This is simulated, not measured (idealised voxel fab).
You're looking at the process module voxel wiring stack.
It is cross-section cut that appears here, measuring 145 nm in width, its square cells being 5 nm in size.
Just so we're on the same page, the cross-sections are grids of square cells, and they're listed out in bands top to bottom, each band one or more rows deep. For a band, the entry starts with two heights in nm, that of the top and then that of the bottom, and carries on with the band's materials in order from left to right, each alongside its width in nm; the word "all across" beside a single material means it fills the band edge to edge, and "blank" means empty space. Heights from 0 (as-received wafer is one material below). Bottom band endless downward, as "z 0 and below". Per-row width for "30 to 40": begins at first number (top row of band), ends at second number (bottom row), increment between rows held constant. What does "nothing altered" mean for a step? It means no cell of the cross-section changed in that step. Closed empty spaces (no open way to the top) of 8 cells or more are what "Fully sealed cavities" lists, each as width x height at distance from the left edge, nm for all three. Past the settings on a step's line: simulator remark, on that step. A step line may carry the setting "overlay nm", which, for steps involving a mask, states the distance by which the mask lay to the right of its intended position; negative values denote displacement to the left.
# Set out below are the planned steps of the process
step 1: RECEIVE | material Si
step 2: CONFORMAL_DEP | material SiO2 | thk nm 15
step 3: DIRECTIONAL_DEP | material TiN | thk nm 5
step 4: DIRECTIONAL_DEP | material W | thk nm 15
step 5: MASKED_ETCH | tone cover | mask id METAL_1 | width nm 20 | pitch nm 45 | etch materials W | depth nm 15 | overlay nm 0
step 6: MASKED_ETCH | tone cover | mask id METAL_1 | width nm 20 | pitch nm 45 | etch materials TiN | depth nm 5 | overlay nm 0
step 7: FILL_DEP | material lowk | thk nm 5
step 8: CMP | height nm 35
step 9: CONFORMAL_DEP | material SiCN | thk nm 5
step 10: DIRECTIONAL_DEP | material lowk | thk nm 15
step 11: DIRECTIONAL_DEP | material aC | thk nm 15
step 12: PATTERN | tone open | mask id PLUG_1 | material resist | width nm 15 | thk nm 30 | overlay nm 0
step 13: DIRECTIONAL_ETCH | etch materials aC | depth nm 15
step 14: STRIP | etch materials resist
step 15: DIRECTIONAL_ETCH | etch materials lowk | depth nm 15
step 16: DIRECTIONAL_ETCH | etch materials SiCN | depth nm 5
step 17: STRIP | etch materials aC
step 18: CONFORMAL_DEP | material TiN | thk nm 5
step 19: FILL_DEP | material Ru | thk nm 5
step 20: CMP | height nm 55
step 21: CONFORMAL_DEP | material SiN | thk nm 5
step 22: DIRECTIONAL_DEP | material SiO2 | thk nm 15
step 23: PATTERN | tone open | mask id METAL_2 | material resist | width nm 20 | pitch nm 45 | thk nm 20 | overlay nm 0
step 24: DIRECTIONAL_ETCH | etch materials SiO2 | depth nm 15
step 25: DIRECTIONAL_ETCH | etch materials SiN | depth nm 5
step 26: STRIP | etch materials resist
step 27: CONFORMAL_DEP | material TiN | thk nm 5
step 28: FILL_DEP | material Ru | thk nm 10
step 29: CMP | height nm 75
step 30: CONFORMAL_DEP | material SiN | thk nm 5
# First wafer of two (run as planned)
# Delivered wafer in cross-section: state after step 1
z 0 and below  Si all across
Fully sealed cavities: none
# Step 2 complete: cross-section through the wafer
z 15 to 0  SiO2 all across
Under the height 0 nothing was changed.
# Step 3 complete: cross-section through the wafer
z 20 to 15  TiN all across
Under the height 15 nothing was changed.
# Step 4 complete: cross-section through the wafer
z 35 to 20  W all across
Under the height 20 nothing was changed.
# Step 5 complete: cross-section through the wafer
z 35 to 20  blank 40 nm, W 20 nm, blank 25 nm, W 20 nm, blank 40 nm
Under the height 20 nothing was changed.
# Step 6 complete: cross-section through the wafer
z 35 to 20  blank 40 nm, W 20 nm, blank 25 nm, W 20 nm, blank 40 nm
z 20 to 15  blank 40 nm, TiN 20 nm, blank 25 nm, TiN 20 nm, blank 40 nm
Under the height 15 nothing was changed.
# Step 7 complete: cross-section through the wafer
z 40 to 35  lowk all across
z 35 to 20  lowk 40 nm, W 20 nm, lowk 25 nm, W 20 nm, lowk 40 nm
z 20 to 15  lowk 40 nm, TiN 20 nm, lowk 25 nm, TiN 20 nm, lowk 40 nm
Under the height 15 nothing was changed.
# Step 8 complete: cross-section through the wafer
z 35 to 20  lowk 40 nm, W 20 nm, lowk 25 nm, W 20 nm, lowk 40 nm
Under the height 20 nothing was changed.
# Step 9 complete: cross-section through the wafer
z 40 to 35  SiCN all across
Under the height 35 nothing was changed.
# Step 10 complete: cross-section through the wafer
z 55 to 40  lowk all across
Under the height 40 nothing was changed.
# Step 11 complete: cross-section through the wafer
z 70 to 55  aC all across
Under the height 55 nothing was changed.
# Step 12 complete: cross-section through the wafer
z 100 to 70  resist 40 nm, blank 15 nm, resist 90 nm
Under the height 70 nothing was changed.
# Step 13 complete: cross-section through the wafer
z 85 to 70  resist 40 nm, blank 15 nm, resist 90 nm
z 70 to 55  aC 40 nm, blank 15 nm, aC 90 nm
Under the height 55 nothing was changed.
# Step 14 complete: cross-section through the wafer
z 70 to 55  aC 40 nm, blank 15 nm, aC 90 nm
Under the height 55 nothing was changed.
# Step 15 complete: cross-section through the wafer
z 70 to 55  aC 40 nm, blank 15 nm, aC 90 nm
z 55 to 40  lowk 40 nm, blank 15 nm, lowk 90 nm
Under the height 40 nothing was changed.
# Step 16 complete: cross-section through the wafer
z 70 to 55  aC 40 nm, blank 15 nm, aC 90 nm
z 55 to 40  lowk 40 nm, blank 15 nm, lowk 90 nm
z 40 to 35  SiCN 40 nm, blank 15 nm, SiCN 90 nm
Under the height 35 nothing was changed.
# Step 17 complete: cross-section through the wafer
z 55 to 40  lowk 40 nm, blank 15 nm, lowk 90 nm
Under the height 40 nothing was changed.
# Step 18 complete: cross-section through the wafer
z 60 to 55  TiN 45 nm, blank 5 nm, TiN 95 nm
z 55 to 40  lowk 40 nm, TiN 5 nm, blank 5 nm, TiN 5 nm, lowk 90 nm
z 40 to 35  SiCN 40 nm, TiN 15 nm, SiCN 90 nm
Under the height 35 nothing was changed.
# Step 19 complete: cross-section through the wafer
z 65 to 60  Ru all across
z 60 to 55  TiN 45 nm, Ru 5 nm, TiN 95 nm
z 55 to 40  lowk 40 nm, TiN 5 nm, Ru 5 nm, TiN 5 nm, lowk 90 nm
Under the height 40 nothing was changed.
# Step 20 complete: cross-section through the wafer
z 55 to 40  lowk 40 nm, TiN 5 nm, Ru 5 nm, TiN 5 nm, lowk 90 nm
Under the height 40 nothing was changed.
# Step 21 complete: cross-section through the wafer
z 60 to 55  SiN all across
Under the height 55 nothing was changed.
# Step 22 complete: cross-section through the wafer
z 75 to 60  SiO2 all across
Under the height 60 nothing was changed.
# Step 23 complete: cross-section through the wafer
z 95 to 75  resist 40 nm, blank 20 nm, resist 25 nm, blank 20 nm, resist 40 nm
Under the height 75 nothing was changed.
# Step 24 complete: cross-section through the wafer
z 95 to 75  resist 40 nm, blank 20 nm, resist 25 nm, blank 20 nm, resist 40 nm
z 75 to 60  SiO2 40 nm, blank 20 nm, SiO2 25 nm, blank 20 nm, SiO2 40 nm
Under the height 60 nothing was changed.
# Step 25 complete: cross-section through the wafer
z 95 to 75  resist 40 nm, blank 20 nm, resist 25 nm, blank 20 nm, resist 40 nm
z 75 to 60  SiO2 40 nm, blank 20 nm, SiO2 25 nm, blank 20 nm, SiO2 40 nm
z 60 to 55  SiN 40 nm, blank 20 nm, SiN 25 nm, blank 20 nm, SiN 40 nm
Under the height 55 nothing was changed.
# Step 26 complete: cross-section through the wafer
z 75 to 60  SiO2 40 nm, blank 20 nm, SiO2 25 nm, blank 20 nm, SiO2 40 nm
Under the height 60 nothing was changed.
# Step 27 complete: cross-section through the wafer
z 80 to 75  TiN 45 nm, blank 10 nm, TiN 35 nm, blank 10 nm, TiN 45 nm
z 75 to 60  SiO2 40 nm, TiN 5 nm, blank 10 nm, TiN 5 nm, SiO2 25 nm, TiN 5 nm, blank 10 nm, TiN 5 nm, SiO2 40 nm
z 60 to 55  SiN 40 nm, TiN 20 nm, SiN 25 nm, TiN 20 nm, SiN 40 nm
Under the height 55 nothing was changed.
# Step 28 complete: cross-section through the wafer
z 90 to 80  Ru all across
z 80 to 75  TiN 45 nm, Ru 10 nm, TiN 35 nm, Ru 10 nm, TiN 45 nm
z 75 to 60  SiO2 40 nm, TiN 5 nm, Ru 10 nm, TiN 5 nm, SiO2 25 nm, TiN 5 nm, Ru 10 nm, TiN 5 nm, SiO2 40 nm
Under the height 60 nothing was changed.
# Step 29 complete: cross-section through the wafer
z 75 to 60  SiO2 40 nm, TiN 5 nm, Ru 10 nm, TiN 5 nm, SiO2 25 nm, TiN 5 nm, Ru 10 nm, TiN 5 nm, SiO2 40 nm
Under the height 60 nothing was changed.
# Step 30 complete: cross-section through the wafer
z 80 to 75  SiN all across
Under the height 75 nothing was changed.
# Second of two: same start, same plan, one run error; steps up to and including 22 match the first
# Cross-section of the second wafer when, according to plan, step 23 should have finished
z 95 to 75  resist 50 nm, blank 20 nm, resist 25 nm, blank 20 nm, resist 30 nm
Under the height 75 nothing was changed.
# Cross-section of the second wafer when, according to plan, step 24 should have finished
z 95 to 75  resist 50 nm, blank 20 nm, resist 25 nm, blank 20 nm, resist 30 nm
z 75 to 60  SiO2 50 nm, blank 20 nm, SiO2 25 nm, blank 20 nm, SiO2 30 nm
Under the height 60 nothing was changed.
# Cross-section of the second wafer when, according to plan, step 25 should have finished
z 95 to 75  resist 50 nm, blank 20 nm, resist 25 nm, blank 20 nm, resist 30 nm
z 75 to 60  SiO2 50 nm, blank 20 nm, SiO2 25 nm, blank 20 nm, SiO2 30 nm
z 60 to 55  SiN 50 nm, blank 20 nm, SiN 25 nm, blank 20 nm, SiN 30 nm
Under the height 55 nothing was changed.
# Cross-section of the second wafer when, according to plan, step 26 should have finished
z 75 to 60  SiO2 50 nm, blank 20 nm, SiO2 25 nm, blank 20 nm, SiO2 30 nm
Under the height 60 nothing was changed.
# Cross-section of the second wafer when, according to plan, step 27 should have finished
z 80 to 75  TiN 55 nm, blank 10 nm, TiN 35 nm, blank 10 nm, TiN 35 nm
z 75 to 60  SiO2 50 nm, TiN 5 nm, blank 10 nm, TiN 5 nm, SiO2 25 nm, TiN 5 nm, blank 10 nm, TiN 5 nm, SiO2 30 nm
z 60 to 55  SiN 50 nm, TiN 20 nm, SiN 25 nm, TiN 20 nm, SiN 30 nm
Under the height 55 nothing was changed.
# Cross-section of the second wafer when, according to plan, step 28 should have finished
z 90 to 80  Ru all across
z 80 to 75  TiN 55 nm, Ru 10 nm, TiN 35 nm, Ru 10 nm, TiN 35 nm
z 75 to 60  SiO2 50 nm, TiN 5 nm, Ru 10 nm, TiN 5 nm, SiO2 25 nm, TiN 5 nm, Ru 10 nm, TiN 5 nm, SiO2 30 nm
Under the height 60 nothing was changed.
# Cross-section of the second wafer when, according to plan, step 29 should have finished
z 75 to 60  SiO2 50 nm, TiN 5 nm, Ru 10 nm, TiN 5 nm, SiO2 25 nm, TiN 5 nm, Ru 10 nm, TiN 5 nm, SiO2 30 nm
Under the height 60 nothing was changed.
# Cross-section of the second wafer when, according to plan, step 30 should have finished
z 80 to 75  SiN all across
Under the height 75 nothing was changed.
Deviation from plan: it should be noted that step 23 was executed with settings other than those planned, the operation and settings actually applied being PATTERN | tone open | mask id METAL_2 | material resist | width nm 20 | pitch nm 45 | thk nm 20 | overlay nm 10
When the process is done, the second wafer contains the same cell count of every material as the first wafer, but distributed over other locations.
